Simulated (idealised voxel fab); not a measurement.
Module name: voxel transistor to metal (process module)
It is cross-section cut that appears here, measuring 215 nm in width, its square cells being 5 nm in size.
The cross-sections in this document take the form of a grid made of square cells. They are written out as bands, in order from top to bottom. Each band consists of one or more rows of cells. Read a band's entry like this: the first values are the height of its top and the height of its bottom in nm, and what follows is the sequence of materials from left to right, each with its width in nm. Note that "blank" is empty space, and that a single material marked "edge to edge" reaches across the band from edge to edge. Heads up on the height convention: 0 is the point under which the incoming wafer is all one material, and the lowest band has no bottom, it just keeps going down, like "0 and below". A two-number width, for instance "30 to 40", indicates that the width is equal to the first number in the top row of the band and to the second number in the bottom row, and that it changes by a constant amount per row of cells. The cross-section has no changed cell in any step marked "same as before". Closed void roster: empty space of 8 cells or more with no open way to the top, each as width x height at its distance from the left edge, in nm. The remark found on a step's line after its settings is issued by the simulator itself and pertains to that step. overlay nm: on a step with a mask, how far right of its planned place the mask lay; negative means left. Below you will find pairs of cross-sections. In each, one shows the wafer before one process step and the other after it, with the after view ending at the lowest band that changed. Under each pair is the step separating them, along with its settings. Do not assume the pairs form a chain: they can come from different runs of this module on the same starting wafer, and a pair continues from the pair above it only when its "Cross-section, before" entry says so.
Cross-section, before:
> 0 and below: Si edge to edge
> Closed void roster: none
Resultant Cross-Section:
> 0 down to -5: SiO2 edge to edge
> Below a height of -5, the structure has not been altered.
> Closed void roster: none
The before and after cross-sections above are linked by OXIDIZE,depth nm 5
Cross-section, before: this step begins from the cross-section that the pair just above shows after its step.
Resultant Cross-Section:
> 10 down to 0: SiN edge to edge
> Below a height of 0, the structure has not been altered.
> Closed void roster: none
The before and after cross-sections above are linked by CONFORMAL_DEP,material SiN,thk nm 10
Cross-section, before: this step begins from the cross-section that the pair just above shows after its step.
Resultant Cross-Section:
> 25 down to 10: aC edge to edge
> Below a height of 10, the structure has not been altered.
> Closed void roster: none
The before and after cross-sections above are linked by DIRECTIONAL_DEP,material aC,thk nm 15
Cross-section, before: this step begins from the cross-section that the pair just above shows after its step.
Resultant Cross-Section:
> 55 down to 25: blank 50, then resist 115, then blank 50
> Below a height of 25, the structure has not been altered.
> Closed void roster: none
The before and after cross-sections above are linked by PATTERN,tone cover,mask id ACTIVE,material resist,width nm 115,thk nm 30,overlay nm 0
Cross-section, before: this step begins from the cross-section that the pair just above shows after its step.
Resultant Cross-Section:
> 40 down to 25: blank 50, then resist 115, then blank 50
> 25 down to 10: blank 50, then aC 115, then blank 50
> Below a height of 10, the structure has not been altered.
> Closed void roster: none
The before and after cross-sections above are linked by DIRECTIONAL_ETCH,etch materials aC,depth nm 15
Cross-section, before: this step begins from the cross-section that the pair just above shows after its step.
Resultant Cross-Section:
> 25 down to 10: blank 50, then aC 115, then blank 50
> Below a height of 10, the structure has not been altered.
> Closed void roster: none
The before and after cross-sections above are linked by STRIP,etch materials resist
Cross-section, before: this step begins from the cross-section that the pair just above shows after its step.
Resultant Cross-Section:
> 25 down to 10: blank 50, then aC 115, then blank 50
> 10 down to 0: blank 50, then SiN 115, then blank 50
> Below a height of 0, the structure has not been altered.
> Closed void roster: none
The before and after cross-sections above are linked by DIRECTIONAL_ETCH,etch materials SiN,depth nm 10
Cross-section, before: this step begins from the cross-section that the pair just above shows after its step.
Resultant Cross-Section:
> 25 down to 10: blank 50, then aC 115, then blank 50
> 10 down to 0: blank 50, then SiN 115, then blank 50
> 0 down to -5: blank 50, then SiO2 115, then blank 50
> Below a height of -5, the structure has not been altered.
> Closed void roster: none
The before and after cross-sections above are linked by DIRECTIONAL_ETCH,etch materials SiO2,depth nm 5
Cross-section, before: this step begins from the cross-section that the pair just above shows after its step.
Resultant Cross-Section:
> 25 down to 10: blank 50, then aC 115, then blank 50
> 10 down to 0: blank 50, then SiN 115, then blank 50
> 0 down to -5: blank 50, then SiO2 115, then blank 50
> -5 down to -30: blank 50, then Si 115, then blank 50
> Below a height of -30, the structure has not been altered.
> Closed void roster: none
The before and after cross-sections above are linked by DIRECTIONAL_ETCH,etch materials Si,depth nm 25
Cross-section, before: this step begins from the cross-section that the pair just above shows after its step.
Resultant Cross-Section:
> 10 down to 0: blank 50, then SiN 115, then blank 50
> Below a height of 0, the structure has not been altered.
> Closed void roster: none
The before and after cross-sections above are linked by STRIP,etch materials aC
Cross-section, before: this step begins from the cross-section that the pair just above shows after its step.
Resultant Cross-Section:
> 20 down to 10: SiO2 edge to edge
> 10 down to 0: SiO2 50, then SiN 115, then SiO2 50
> 0 down to -5: SiO2 edge to edge
> -5 down to -30: SiO2 50, then Si 115, then SiO2 50
> Below a height of -30, the structure has not been altered.
> Closed void roster: none
The before and after cross-sections above are linked by FILL_DEP,material SiO2,thk nm 10
Cross-section, before: this step begins from the cross-section that the pair just above shows after its step.
Resultant Cross-Section:
> 10 down to 0: SiO2 50, then SiN 115, then SiO2 50
> Below a height of 0, the structure has not been altered.
> Closed void roster: none
The before and after cross-sections above are linked by CMP,height nm 10
Cross-section, before: this step begins from the cross-section that the pair just above shows after its step.
Resultant Cross-Section:
> 10 down to 0: blank 50, then SiN 115, then blank 50
> Below a height of 0, the structure has not been altered.
> Closed void roster: none
The before and after cross-sections above are linked by SELECTIVE_ETCH,etch materials SiO2,depth nm 10
Cross-section, before: this step begins from the cross-section that the pair just above shows after its step.
Resultant Cross-Section:
> 0 down to -5: SiO2 edge to edge
> Below a height of -5, the structure has not been altered.
> Closed void roster: none
The before and after cross-sections above are linked by STRIP,etch materials SiN
Cross-section, before: this step begins from the cross-section that the pair just above shows after its step.
Resultant Cross-Section:
> -5 down to -30: SiO2 50, then Si 115, then SiO2 50
> Below a height of -30, the structure has not been altered.
> Closed void roster: none
The before and after cross-sections above are linked by SELECTIVE_ETCH,etch materials SiO2,depth nm 5
Cross-section, before: this step begins from the cross-section that the pair just above shows after its step.
Resultant Cross-Section:
> -5 down to -10: SiO2 edge to edge
> Below a height of -10, the structure has not been altered.
> Closed void roster: none
The before and after cross-sections above are linked by OXIDIZE,depth nm 5
Cross-section, before: this step begins from the cross-section that the pair just above shows after its step.
Resultant Cross-Section:
> 20 down to -5: polySi edge to edge
> Below a height of -5, the structure has not been altered.
> Closed void roster: none
The before and after cross-sections above are linked by DIRECTIONAL_DEP,material polySi,thk nm 25
Cross-section, before: this step begins from the cross-section that the pair just above shows after its step.
Resultant Cross-Section:
> 35 down to 20: SiCN edge to edge
> Below a height of 20, the structure has not been altered.
> Closed void roster: none
The before and after cross-sections above are linked by DIRECTIONAL_DEP,material SiCN,thk nm 15
Cross-section, before: this step begins from the cross-section that the pair just above shows after its step.
Resultant Cross-Section:
> 50 down to 35: blank 90, then resist 35, then blank 90
> Below a height of 35, the structure has not been altered.
> Closed void roster: none
The before and after cross-sections above are linked by PATTERN,tone cover,mask id GATE,material resist,width nm 35,thk nm 15,overlay nm 0
Cross-section, before: this step begins from the cross-section that the pair just above shows after its step.
Resultant Cross-Section:
> 50 down to 35: blank 90, then resist 35, then blank 90
> 35 down to 20: blank 90, then SiCN 35, then blank 90
> Below a height of 20, the structure has not been altered.
> Closed void roster: none
The before and after cross-sections above are linked by DIRECTIONAL_ETCH,etch materials SiCN,depth nm 25
Cross-section, before: this step begins from the cross-section that the pair just above shows after its step.
Resultant Cross-Section:
> 50 down to 35: blank 90, then resist 35, then blank 90
> 35 down to 20: blank 90, then SiCN 35, then blank 90
> 20 down to -5: blank 90, then polySi 35, then blank 90
> Below a height of -5, the structure has not been altered.
> Closed void roster: none
The before and after cross-sections above are linked by DIRECTIONAL_ETCH,etch materials polySi,depth nm 35
Cross-section, before: this step begins from the cross-section that the pair just above shows after its step.
Resultant Cross-Section:
> 35 down to 20: blank 90, then SiCN 35, then blank 90
> Below a height of 20, the structure has not been altered.
> Closed void roster: none
The before and after cross-sections above are linked by STRIP,etch materials resist
Cross-section, before: this step begins from the cross-section that the pair just above shows after its step.
Resultant Cross-Section:
> 40 down to 35: blank 85, then SiO2 45, then blank 85
> 35 down to 20: blank 85, then SiO2 5, then SiCN 35, then SiO2 5, then blank 85
> 20 down to 0: blank 85, then SiO2 5, then polySi 35, then SiO2 5, then blank 85
> 0 down to -5: SiO2 90, then polySi 35, then SiO2 90
> Below a height of -5, the structure has not been altered.
> Closed void roster: none
The before and after cross-sections above are linked by CONFORMAL_DEP,material SiO2,thk nm 5
Cross-section, before: this step begins from the cross-section that the pair just above shows after its step.
Resultant Cross-Section:
> 35 down to 20: blank 85, then SiO2 5, then SiCN 35, then SiO2 5, then blank 85
> 20 down to -5: blank 85, then SiO2 5, then polySi 35, then SiO2 5, then blank 85
> Below a height of -5, the structure has not been altered.
> Closed void roster: none
The before and after cross-sections above are linked by DIRECTIONAL_ETCH,etch materials SiO2,depth nm 5
Cross-section, before: this step begins from the cross-section that the pair just above shows after its step.
Resultant Cross-Section:
> 40 down to 35: blank 80, then SiN 55, then blank 80
> 35 down to 20: blank 80, then SiN 5, then SiO2 5, then SiCN 35, then SiO2 5, then SiN 5, then blank 80
> 20 down to 0: blank 80, then SiN 5, then SiO2 5, then polySi 35, then SiO2 5, then SiN 5, then blank 80
> 0 down to -5: SiN 85, then SiO2 5, then polySi 35, then SiO2 5, then SiN 85
> Below a height of -5, the structure has not been altered.
> Closed void roster: none
The before and after cross-sections above are linked by CONFORMAL_DEP,material SiN,thk nm 5
Cross-section, before: this step begins from the cross-section that the pair just above shows after its step.
Resultant Cross-Section:
> 35 down to 20: blank 80, then SiN 5, then SiO2 5, then SiCN 35, then SiO2 5, then SiN 5, then blank 80
> 20 down to -5: blank 80, then SiN 5, then SiO2 5, then polySi 35, then SiO2 5, then SiN 5, then blank 80
> Below a height of -5, the structure has not been altered.
> Closed void roster: none
The before and after cross-sections above are linked by DIRECTIONAL_ETCH,etch materials SiN,depth nm 5
Cross-section, before: this step begins from the cross-section that the pair just above shows after its step.
Resultant Cross-Section:
> 35 down to 30: blank 80, then SiN 5, then blank 5, then SiCN 35, then blank 5, then SiN 5, then blank 80
> 30 down to 20: blank 80, then SiN 5, then SiO2 5, then SiCN 35, then SiO2 5, then SiN 5, then blank 80
> 20 down to -5: blank 80, then SiN 5, then SiO2 5, then polySi 35, then SiO2 5, then SiN 5, then blank 80
> -5 down to -10: blank 80, then SiO2 55, then blank 80
> Below a height of -10, the structure has not been altered.
> Closed void roster: none
The before and after cross-sections above are linked by DIRECTIONAL_ETCH,etch materials SiO2,depth nm 5
Cross-section, before: this step begins from the cross-section that the pair just above shows after its step.
Resultant Cross-Section:
> 35 down to 30: blank 80, then SiN 5, then blank 5, then SiCN 35, then blank 5, then SiN 5, then blank 80
> 30 down to 20: blank 80, then SiN 5, then SiO2 5, then SiCN 35, then SiO2 5, then SiN 5, then blank 80
> 20 down to -5: blank 80, then SiN 5, then SiO2 5, then polySi 35, then SiO2 5, then SiN 5, then blank 80
> -5 down to -10: blank 45, then pSi 35, then SiO2 55, then pSi 35, then blank 45
> Below a height of -10, the structure has not been altered.
> Closed void roster: none
The before and after cross-sections above are linked by EPI,material pSi,thk nm 5
Cross-section, before: this step begins from the cross-section that the pair just above shows after its step.
Resultant Cross-Section:
> 45 down to 35: SiO2 edge to edge
> 35 down to 20: SiO2 80, then SiN 5, then SiO2 5, then SiCN 35, then SiO2 5, then SiN 5, then SiO2 80
> 20 down to -5: SiO2 80, then SiN 5, then SiO2 5, then polySi 35, then SiO2 5, then SiN 5, then SiO2 80
> -5 down to -10: SiO2 45, then pSi 35, then SiO2 55, then pSi 35, then SiO2 45
> Below a height of -10, the structure has not been altered.
> Closed void roster: none
The before and after cross-sections above are linked by FILL_DEP,material SiO2,thk nm 10
Cross-section, before: this step begins from the cross-section that the pair just above shows after its step.
Resultant Cross-Section:
> 20 down to -5: SiO2 80, then SiN 5, then SiO2 5, then polySi 35, then SiO2 5, then SiN 5, then SiO2 80
> Below a height of -5, the structure has not been altered.
> Closed void roster: none
The before and after cross-sections above are linked by CMP,height nm 20
Cross-section, before: this step begins from the cross-section that the pair just above shows after its step.
Resultant Cross-Section:
> 20 down to -5: SiO2 80, then SiN 5, then SiO2 5, then blank 35, then SiO2 5, then SiN 5, then SiO2 80
> Below a height of -5, the structure has not been altered.
> Closed void roster: none
The before and after cross-sections above are linked by STRIP,etch materials polySi
Cross-section, before: this step begins from the cross-section that the pair just above shows after its step.
Resultant Cross-Section:
> 20 down to 15: blank 80, then SiN 5, then blank 45, then SiN 5, then blank 80
> 15 down to -5: SiO2 80, then SiN 5, then blank 45, then SiN 5, then SiO2 80
> -5 down to -10: SiO2 45, then pSi 35, then SiO2 5, then blank 45, then SiO2 5, then pSi 35, then SiO2 45
> Below a height of -10, the structure has not been altered.
> Closed void roster: none
The before and after cross-sections above are linked by SELECTIVE_ETCH,etch materials SiO2,depth nm 5
Cross-section, before: this step begins from the cross-section that the pair just above shows after its step.
Resultant Cross-Section:
> 25 down to 20: blank 75, then HfO2 15, then blank 35, then HfO2 15, then blank 75
> 20 down to 15: HfO2 80, then SiN 5, then HfO2 5, then blank 35, then HfO2 5, then SiN 5, then HfO2 80
> 15 down to -5: SiO2 80, then SiN 5, then HfO2 5, then blank 35, then HfO2 5, then SiN 5, then SiO2 80
> -5 down to -10: SiO2 45, then pSi 35, then SiO2 5, then HfO2 45, then SiO2 5, then pSi 35, then SiO2 45
> Below a height of -10, the structure has not been altered.
> Closed void roster: none
The before and after cross-sections above are linked by CONFORMAL_DEP,material HfO2,thk nm 5
Cross-section, before: this step begins from the cross-section that the pair just above shows after its step.
Resultant Cross-Section:
> 30 down to 25: blank 70, then TiN 25, then blank 25, then TiN 25, then blank 70
> 25 down to 20: TiN 75, then HfO2 15, then TiN 5, then blank 25, then TiN 5, then HfO2 15, then TiN 75
> 20 down to 15: HfO2 80, then SiN 5, then HfO2 5, then TiN 5, then blank 25, then TiN 5, then HfO2 5, then SiN 5, then HfO2 80
> 15 down to 0: SiO2 80, then SiN 5, then HfO2 5, then TiN 5, then blank 25, then TiN 5, then HfO2 5, then SiN 5, then SiO2 80
> 0 down to -5: SiO2 80, then SiN 5, then HfO2 5, then TiN 35, then HfO2 5, then SiN 5, then SiO2 80
> Below a height of -5, the structure has not been altered.
> Closed void roster: none
The before and after cross-sections above are linked by CONFORMAL_DEP,material TiN,thk nm 5
Cross-section, before: this step begins from the cross-section that the pair just above shows after its step.
Resultant Cross-Section:
> 40 down to 30: W edge to edge
> 30 down to 25: W 70, then TiN 25, then W 25, then TiN 25, then W 70
> 25 down to 20: TiN 75, then HfO2 15, then TiN 5, then W 25, then TiN 5, then HfO2 15, then TiN 75
> 20 down to 15: HfO2 80, then SiN 5, then HfO2 5, then TiN 5, then W 25, then TiN 5, then HfO2 5, then SiN 5, then HfO2 80
> 15 down to 0: SiO2 80, then SiN 5, then HfO2 5, then TiN 5, then W 25, then TiN 5, then HfO2 5, then SiN 5, then SiO2 80
> Below a height of 0, the structure has not been altered.
> Closed void roster: none
The before and after cross-sections above are linked by FILL_DEP,material W,thk nm 10
Cross-section, before: this step begins from the cross-section that the pair just above shows after its step.
Resultant Cross-Section:
> 15 down to 0: SiO2 80, then SiN 5, then HfO2 5, then TiN 5, then W 25, then TiN 5, then HfO2 5, then SiN 5, then SiO2 80
> Below a height of 0, the structure has not been altered.
> Closed void roster: none
The before and after cross-sections above are linked by CMP,height nm 15
Cross-section, before: this step begins from the cross-section that the pair just above shows after its step.
Resultant Cross-Section:
> 30 down to 15: SiO2 edge to edge
> Below a height of 15, the structure has not been altered.
> Closed void roster: none
The before and after cross-sections above are linked by DIRECTIONAL_DEP,material SiO2,thk nm 15
Cross-section, before: this step begins from the cross-section that the pair just above shows after its step.
Resultant Cross-Section:
> 30 down to 15: SiO2 60, then blank 15, then SiO2 65, then blank 15, then SiO2 60
> 15 down to 0: SiO2 60, then blank 15, then SiO2 5, then SiN 5, then HfO2 5, then TiN 5, then W 25, then TiN 5, then HfO2 5, then SiN 5, then SiO2 5, then blank 15, then SiO2 60
> 0 down to -5: SiO2 60, then blank 15, then SiO2 5, then SiN 5, then HfO2 5, then TiN 35, then HfO2 5, then SiN 5, then SiO2 5, then blank 15, then SiO2 60
> Below a height of -5, the structure has not been altered.
> Closed void roster: none
The before and after cross-sections above are linked by MASKED_ETCH,tone open,mask id CONTACT,width nm 15,pitch nm 80,etch materials SiO2,depth nm 35,overlay nm 0
Cross-section, before: this step begins from the cross-section that the pair just above shows after its step.
Resultant Cross-Section:
> 35 down to 30: TiN 65, then blank 5, then TiN 75, then blank 5, then TiN 65
> 30 down to 15: SiO2 60, then TiN 5, then blank 5, then TiN 5, then SiO2 65, then TiN 5, then blank 5, then TiN 5, then SiO2 60
> 15 down to 0: SiO2 60, then TiN 5, then blank 5, then TiN 5, then SiO2 5, then SiN 5, then HfO2 5, then TiN 5, then W 25, then TiN 5, then HfO2 5, then SiN 5, then SiO2 5, then TiN 5, then blank 5, then TiN 5, then SiO2 60
> 0 down to -5: SiO2 60, then TiN 15, then SiO2 5, then SiN 5, then HfO2 5, then TiN 35, then HfO2 5, then SiN 5, then SiO2 5, then TiN 15, then SiO2 60
> Below a height of -5, the structure has not been altered.
> Closed void roster: none
The before and after cross-sections above are linked by CONFORMAL_DEP,material TiN,thk nm 5
Cross-section, before: this step begins from the cross-section that the pair just above shows after its step.
Resultant Cross-Section:
> 40 down to 35: W edge to edge
> 35 down to 30: TiN 65, then W 5, then TiN 75, then W 5, then TiN 65
> 30 down to 15: SiO2 60, then TiN 5, then W 5, then TiN 5, then SiO2 65, then TiN 5, then W 5, then TiN 5, then SiO2 60
> 15 down to 0: SiO2 60, then TiN 5, then W 5, then TiN 5, then SiO2 5, then SiN 5, then HfO2 5, then TiN 5, then W 25, then TiN 5, then HfO2 5, then SiN 5, then SiO2 5, then TiN 5, then W 5, then TiN 5, then SiO2 60
> Below a height of 0, the structure has not been altered.
> Closed void roster: none
The before and after cross-sections above are linked by FILL_DEP,material W,thk nm 5
Cross-section, before: this step begins from the cross-section that the pair just above shows after its step.
Resultant Cross-Section:
> 30 down to 15: SiO2 60, then TiN 5, then W 5, then TiN 5, then SiO2 65, then TiN 5, then W 5, then TiN 5, then SiO2 60
> Below a height of 15, the structure has not been altered.
> Closed void roster: none
The before and after cross-sections above are linked by CMP,height nm 30
Cross-section, before: this step begins from the cross-section that the pair just above shows after its step.
Resultant Cross-Section:
> 35 down to 30: SiCN edge to edge
> Below a height of 30, the structure has not been altered.
> Closed void roster: none
The before and after cross-sections above are linked by CONFORMAL_DEP,material SiCN,thk nm 5
Cross-section, before: this step begins from the cross-section that the pair just above shows after its step.
Resultant Cross-Section:
> 55 down to 35: SiO2 edge to edge
> Below a height of 35, the structure has not been altered.
> Closed void roster: none
The before and after cross-sections above are linked by DIRECTIONAL_DEP,material SiO2,thk nm 20
Cross-section, before: this step begins from the cross-section that the pair just above shows after its step.
Resultant Cross-Section:
> 70 down to 55: resist 60, then blank 15, then resist 65, then blank 15, then resist 60
> Below a height of 55, the structure has not been altered.
> Closed void roster: none
The before and after cross-sections above are linked by PATTERN,tone open,mask id METAL_1,material resist,width nm 15,pitch nm 80,thk nm 15,overlay nm 0
Cross-section, before: this step begins from the cross-section that the pair just above shows after its step.
Resultant Cross-Section:
> 70 down to 55: resist 60, then blank 15, then resist 65, then blank 15, then resist 60
> 55 down to 35: SiO2 60, then blank 15, then SiO2 65, then blank 15, then SiO2 60
> Below a height of 35, the structure has not been altered.
> Closed void roster: none
The before and after cross-sections above are linked by DIRECTIONAL_ETCH,etch materials SiO2,depth nm 20
Cross-section, before: this step begins from the cross-section that the pair just above shows after its step.
Resultant Cross-Section:
> 70 down to 55: resist 60, then blank 15, then resist 65, then blank 15, then resist 60
> 55 down to 35: SiO2 60, then blank 15, then SiO2 65, then blank 15, then SiO2 60
> 35 down to 30: SiCN 60, then blank 15, then SiCN 65, then blank 15, then SiCN 60
> Below a height of 30, the structure has not been altered.
> Closed void roster: none
The before and after cross-sections above are linked by DIRECTIONAL_ETCH,etch materials SiCN,depth nm 5
Cross-section, before: this step begins from the cross-section that the pair just above shows after its step.
Resultant Cross-Section:
> 55 down to 35: SiO2 60, then blank 15, then SiO2 65, then blank 15, then SiO2 60
> Below a height of 35, the structure has not been altered.
> Closed void roster: none
The before and after cross-sections above are linked by STRIP,etch materials resist
Cross-section, before: this step begins from the cross-section that the pair just above shows after its step.
Resultant Cross-Section:
> 60 down to 55: TiN 65, then blank 5, then TiN 75, then blank 5, then TiN 65
> 55 down to 35: SiO2 60, then TiN 5, then blank 5, then TiN 5, then SiO2 65, then TiN 5, then blank 5, then TiN 5, then SiO2 60
> 35 down to 30: SiCN 60, then TiN 15, then SiCN 65, then TiN 15, then SiCN 60
> Below a height of 30, the structure has not been altered.
> Closed void roster: none
The before and after cross-sections above are linked by CONFORMAL_DEP,material TiN,thk nm 5
Cross-section, before: this step begins from the cross-section that the pair just above shows after its step.
Resultant Cross-Section:
> 70 down to 60: Cu edge to edge
> 60 down to 55: TiN 65, then Cu 5, then TiN 75, then Cu 5, then TiN 65
> 55 down to 35: SiO2 60, then TiN 5, then Cu 5, then TiN 5, then SiO2 65, then TiN 5, then Cu 5, then TiN 5, then SiO2 60
> Below a height of 35, the structure has not been altered.
> Closed void roster: none
The before and after cross-sections above are linked by FILL_DEP,material Cu,thk nm 10
Cross-section, before: this step begins from the cross-section that the pair just above shows after its step.
Resultant Cross-Section:
> 55 down to 35: SiO2 60, then TiN 5, then Cu 5, then TiN 5, then SiO2 65, then TiN 5, then Cu 5, then TiN 5, then SiO2 60
> Below a height of 35, the structure has not been altered.
> Closed void roster: none
The before and after cross-sections above are linked by CMP,height nm 55
Cross-section, before: this step begins from the cross-section that the pair just above shows after its step.
Resultant Cross-Section:
> 60 down to 55: blank 55, then Ru 25, then blank 55, then Ru 25, then blank 55
> Below a height of 55, the structure has not been altered.
> Closed void roster: none
The before and after cross-sections above are linked by EPI,material Ru,thk nm 5
Cross-section, before: this step begins from the cross-section that the pair just above shows after its step.
Resultant Cross-Section:
> 65 down to 60: SiCN edge to edge
> 60 down to 55: SiCN 55, then Ru 25, then SiCN 55, then Ru 25, then SiCN 55
> Below a height of 55, the structure has not been altered.
> Closed void roster: none
The before and after cross-sections above are linked by FILL_DEP,material SiCN,thk nm 5
Cross-section, before:
> -5 down to -10: SiO2 edge to edge
> -10 down to -30: SiO2 50, then Si 115, then SiO2 50
> -30 and below: Si edge to edge
> Closed void roster: none
Resultant Cross-Section:
> 10 down to -5: SiCN edge to edge
> Below a height of -5, the structure has not been altered.
> Closed void roster: none
The before and after cross-sections above are linked by DIRECTIONAL_DEP,material SiCN,thk nm 15
Cross-section, before: this step begins from the cross-section that the pair just above shows after its step.
Resultant Cross-Section:
> 25 down to 10: blank 90, then resist 35, then blank 90
> Below a height of 10, the structure has not been altered.
> Closed void roster: none
The before and after cross-sections above are linked by PATTERN,tone cover,mask id GATE,material resist,width nm 35,thk nm 15,overlay nm 0
Cross-section, before: this step begins from the cross-section that the pair just above shows after its step.
Resultant Cross-Section:
> 25 down to 10: blank 90, then resist 35, then blank 90
> 10 down to -5: blank 90, then SiCN 35, then blank 90
> Below a height of -5, the structure has not been altered.
> Closed void roster: none
The before and after cross-sections above are linked by DIRECTIONAL_ETCH,etch materials SiCN,depth nm 25
Cross-section, before: this step begins from the cross-section that the pair just above shows after its step.
Resultant Cross-Section:
> 10 down to -5: blank 90, then SiCN 35, then blank 90
> Below a height of -5, the structure has not been altered.
> Closed void roster: none
The before and after cross-sections above are linked by STRIP,etch materials resist
Cross-section, before: this step begins from the cross-section that the pair just above shows after its step.
Resultant Cross-Section:
> 15 down to 10: blank 85, then SiO2 45, then blank 85
> 10 down to 0: blank 85, then SiO2 5, then SiCN 35, then SiO2 5, then blank 85
> 0 down to -5: SiO2 90, then SiCN 35, then SiO2 90
> Below a height of -5, the structure has not been altered.
> Closed void roster: none
The before and after cross-sections above are linked by CONFORMAL_DEP,material SiO2,thk nm 5
Cross-section, before: this step begins from the cross-section that the pair just above shows after its step.
Resultant Cross-Section:
> 10 down to -5: blank 85, then SiO2 5, then SiCN 35, then SiO2 5, then blank 85
> Below a height of -5, the structure has not been altered.
> Closed void roster: none
The before and after cross-sections above are linked by DIRECTIONAL_ETCH,etch materials SiO2,depth nm 5
Cross-section, before: this step begins from the cross-section that the pair just above shows after its step.
Resultant Cross-Section:
> 15 down to 10: blank 80, then SiN 55, then blank 80
> 10 down to 0: blank 80, then SiN 5, then SiO2 5, then SiCN 35, then SiO2 5, then SiN 5, then blank 80
> 0 down to -5: SiN 85, then SiO2 5, then SiCN 35, then SiO2 5, then SiN 85
> Below a height of -5, the structure has not been altered.
> Closed void roster: none
The before and after cross-sections above are linked by CONFORMAL_DEP,material SiN,thk nm 5
Cross-section, before: this step begins from the cross-section that the pair just above shows after its step.
Resultant Cross-Section:
> 10 down to -5: blank 80, then SiN 5, then SiO2 5, then SiCN 35, then SiO2 5, then SiN 5, then blank 80
> Below a height of -5, the structure has not been altered.
> Closed void roster: none
The before and after cross-sections above are linked by DIRECTIONAL_ETCH,etch materials SiN,depth nm 5
Cross-section, before: this step begins from the cross-section that the pair just above shows after its step.
Resultant Cross-Section:
> 10 down to 5: blank 80, then SiN 5, then blank 5, then SiCN 35, then blank 5, then SiN 5, then blank 80
> 5 down to -5: blank 80, then SiN 5, then SiO2 5, then SiCN 35, then SiO2 5, then SiN 5, then blank 80
> -5 down to -10: blank 80, then SiO2 55, then blank 80
> Below a height of -10, the structure has not been altered.
> Closed void roster: none
The before and after cross-sections above are linked by DIRECTIONAL_ETCH,etch materials SiO2,depth nm 5
Cross-section, before: this step begins from the cross-section that the pair just above shows after its step.
Resultant Cross-Section:
> 10 down to 5: blank 80, then SiN 5, then blank 5, then SiCN 35, then blank 5, then SiN 5, then blank 80
> 5 down to -5: blank 80, then SiN 5, then SiO2 5, then SiCN 35, then SiO2 5, then SiN 5, then blank 80
> -5 down to -10: blank 45, then pSi 35, then SiO2 55, then pSi 35, then blank 45
> Below a height of -10, the structure has not been altered.
> Closed void roster: none
The before and after cross-sections above are linked by EPI,material pSi,thk nm 5
Cross-section, before: this step begins from the cross-section that the pair just above shows after its step.
Resultant Cross-Section:
> 20 down to 10: SiO2 edge to edge
> 10 down to -5: SiO2 80, then SiN 5, then SiO2 5, then SiCN 35, then SiO2 5, then SiN 5, then SiO2 80
> -5 down to -10: SiO2 45, then pSi 35, then SiO2 55, then pSi 35, then SiO2 45
> Below a height of -10, the structure has not been altered.
> Closed void roster: none
The before and after cross-sections above are linked by FILL_DEP,material SiO2,thk nm 10
Cross-section, before: this step begins from the cross-section that the pair just above shows after its step.
Resultant Cross-Section:
> 15 down to 10: SiO2 edge to edge
> Below a height of 10, the structure has not been altered.
> Closed void roster: none
The before and after cross-sections above are linked by SELECTIVE_ETCH,etch materials SiO2,depth nm 5
Cross-section, before: this step begins from the cross-section that the pair just above shows after its step.
Resultant Cross-Section:
> 20 down to 15: HfO2 edge to edge
> Below a height of 15, the structure has not been altered.
> Closed void roster: none
The before and after cross-sections above are linked by CONFORMAL_DEP,material HfO2,thk nm 5
Cross-section, before: this step begins from the cross-section that the pair just above shows after its step.
Resultant Cross-Section:
> 25 down to 20: TiN edge to edge
> Below a height of 20, the structure has not been altered.
> Closed void roster: none
The before and after cross-sections above are linked by CONFORMAL_DEP,material TiN,thk nm 5
Cross-section, before: this step begins from the cross-section that the pair just above shows after its step.
Resultant Cross-Section:
> 35 down to 25: W edge to edge
> Below a height of 25, the structure has not been altered.
> Closed void roster: none
The before and after cross-sections above are linked by FILL_DEP,material W,thk nm 10
Cross-section, before: this step begins from the cross-section that the pair just above shows after its step.
Resultant Cross-Section:
> 15 down to 10: SiO2 edge to edge
> Below a height of 10, the structure has not been altered.
> Closed void roster: none
The before and after cross-sections above are linked by CMP,height nm 15
Cross-section, before: this step begins from the cross-section that the pair just above shows after its step.
Resultant Cross-Section:
> 30 down to 10: SiO2 edge to edge
> Below a height of 10, the structure has not been altered.
> Closed void roster: none
The before and after cross-sections above are linked by DIRECTIONAL_DEP,material SiO2,thk nm 15
Cross-section, before: this step begins from the cross-section that the pair just above shows after its step.
Resultant Cross-Section:
> 30 down to 10: SiO2 60, then blank 15, then SiO2 65, then blank 15, then SiO2 60
> 10 down to -5: SiO2 60, then blank 15, then SiO2 5, then SiN 5, then SiO2 5, then SiCN 35, then SiO2 5, then SiN 5, then SiO2 5, then blank 15, then SiO2 60
> Below a height of -5, the structure has not been altered.
> Closed void roster: none
The before and after cross-sections above are linked by MASKED_ETCH,tone open,mask id CONTACT,width nm 15,pitch nm 80,etch materials SiO2,depth nm 35,overlay nm 0
Cross-section, before: this step begins from the cross-section that the pair just above shows after its step.
Resultant Cross-Section:
> 35 down to 30: TiN 65, then blank 5, then TiN 75, then blank 5, then TiN 65
> 30 down to 10: SiO2 60, then TiN 5, then blank 5, then TiN 5, then SiO2 65, then TiN 5, then blank 5, then TiN 5, then SiO2 60
> 10 down to 0: SiO2 60, then TiN 5, then blank 5, then TiN 5, then SiO2 5, then SiN 5, then SiO2 5, then SiCN 35, then SiO2 5, then SiN 5, then SiO2 5, then TiN 5, then blank 5, then TiN 5, then SiO2 60
> 0 down to -5: SiO2 60, then TiN 15, then SiO2 5, then SiN 5, then SiO2 5, then SiCN 35, then SiO2 5, then SiN 5, then SiO2 5, then TiN 15, then SiO2 60
> Below a height of -5, the structure has not been altered.
> Closed void roster: none
The before and after cross-sections above are linked by CONFORMAL_DEP,material TiN,thk nm 5
Cross-section, before: this step begins from the cross-section that the pair just above shows after its step.
Resultant Cross-Section:
> 40 down to 35: W edge to edge
> 35 down to 30: TiN 65, then W 5, then TiN 75, then W 5, then TiN 65
> 30 down to 10: SiO2 60, then TiN 5, then W 5, then TiN 5, then SiO2 65, then TiN 5, then W 5, then TiN 5, then SiO2 60
> 10 down to 0: SiO2 60, then TiN 5, then W 5, then TiN 5, then SiO2 5, then SiN 5, then SiO2 5, then SiCN 35, then SiO2 5, then SiN 5, then SiO2 5, then TiN 5, then W 5, then TiN 5, then SiO2 60
> Below a height of 0, the structure has not been altered.
> Closed void roster: none
The before and after cross-sections above are linked by FILL_DEP,material W,thk nm 5
